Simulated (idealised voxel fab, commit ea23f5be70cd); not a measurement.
process module | voxel ribs on slabs
cross-section cut | 260 nm wide | cells 5 nm
A cross-section is a grid of square cells, given in bands from the top down. A band is one or more rows of cells.
Each band's line starts with the height of the band's top and of its bottom, in nm. Then come its materials from left to right, each with its width in nm. One material with "throughout" fills the band from edge to edge. "air" is empty space.
Height 0 is the level under which the wafer as received is all one material. The lowest band goes on downwards, as in "0 down".
A width such as "30 to 40" changes by the same amount from each row of cells to the next, from the band's top row to its bottom row.
"no change" after a step means that no cell of the cross-section changed.
closed voids: empty space of 8 cells or more with no open way to the top, each as width x height at its distance from the left edge, in nm
after a step's settings: what the simulator itself notes on the step
overlay nm, on a step with a mask: how far to the right of its planned place the mask lay; to the left if negative
plan
1 op RECEIVE | material Si
2 op DIRECTIONAL_DEP | material SiO2 | thk nm 30
3 op DIRECTIONAL_DEP | material SiN | thk nm 20
4 op DIRECTIONAL_DEP | material aC | thk nm 10
5 op PATTERN | tone cover | mask id RIB | material resist | width nm 20 | thk nm 25 | overlay nm 0
6 op DIRECTIONAL_ETCH | etch materials aC | depth nm 10
7 op STRIP | etch materials resist
8 op DIRECTIONAL_ETCH | etch materials SiN | depth nm 5
9 op STRIP | etch materials aC
10 op PATTERN | tone cover | mask id SLAB | material resist | width nm 70 | thk nm 15 | overlay nm 0
11 op DIRECTIONAL_ETCH | etch materials SiN | depth nm 15
12 op STRIP | etch materials resist
13 op FILL_DEP | material SiO2 | thk nm 30
14 op CMP | height nm 70
15 op DIRECTIONAL_DEP | material TiN | thk nm 5
16 op MASKED_ETCH | tone cover | mask id HEATER | width nm 30 | etch materials TiN | depth nm 5 | overlay nm 0
17 op CONFORMAL_DEP | material SiO2 | thk nm 5
first wafer, as planned
as received, after step 1
  0 down: Si throughout
  closed voids: none
after step 2
  30 to 0: SiO2 throughout
  below 0: unchanged
after step 3
  50 to 30: SiN throughout
  below 30: unchanged
after step 4
  60 to 50: aC throughout
  below 50: unchanged
after step 5
  85 to 60: air 120 | resist 20 | air 120
  below 60: unchanged
after step 6
  75 to 60: air 120 | resist 20 | air 120
  60 to 50: air 120 | aC 20 | air 120
  below 50: unchanged
after step 7
  60 to 50: air 120 | aC 20 | air 120
  below 50: unchanged
after step 8
  60 to 50: air 120 | aC 20 | air 120
  50 to 45: air 120 | SiN 20 | air 120
  below 45: unchanged
after step 9
  50 to 45: air 120 | SiN 20 | air 120
  below 45: unchanged
after step 10
  65 to 50: air 95 | resist 70 | air 95
  50 to 45: air 95 | resist 25 | SiN 20 | resist 25 | air 95
  below 45: unchanged
after step 11
  65 to 50: air 95 | resist 70 | air 95
  50 to 45: air 95 | resist 25 | SiN 20 | resist 25 | air 95
  45 to 30: air 95 | SiN 70 | air 95
  below 30: unchanged
after step 12
  50 to 45: air 120 | SiN 20 | air 120
  below 45: unchanged
after step 13
  80 to 50: SiO2 throughout
  50 to 45: SiO2 120 | SiN 20 | SiO2 120
  45 to 30: SiO2 95 | SiN 70 | SiO2 95
  below 30: unchanged
after step 14
  70 to 50: SiO2 throughout
  below 50: unchanged
after step 15
  75 to 70: TiN throughout
  below 70: unchanged
after step 16
  75 to 70: air 115 | TiN 30 | air 115
  below 70: unchanged
after step 17
  80 to 75: air 110 | SiO2 40 | air 110
  75 to 70: SiO2 115 | TiN 30 | SiO2 115
  below 70: unchanged
second wafer: like start, like plan, one mistake. Through step 15 it matches the first wafer
when step 16 should have ended
  75 to 70: air 110 | TiN 30 | air 120
  below 70: unchanged
when step 17 should have ended
  80 to 75: air 105 | SiO2 40 | air 115
  75 to 70: SiO2 110 | TiN 30 | SiO2 120
  below 70: unchanged
what went wrong: step 16 ran as: op MASKED_ETCH | tone cover | mask id HEATER | width nm 30 | etch materials TiN | depth nm 5 | overlay nm -5
at the end the second wafer has, in cells: as many of each material as the first, in other places
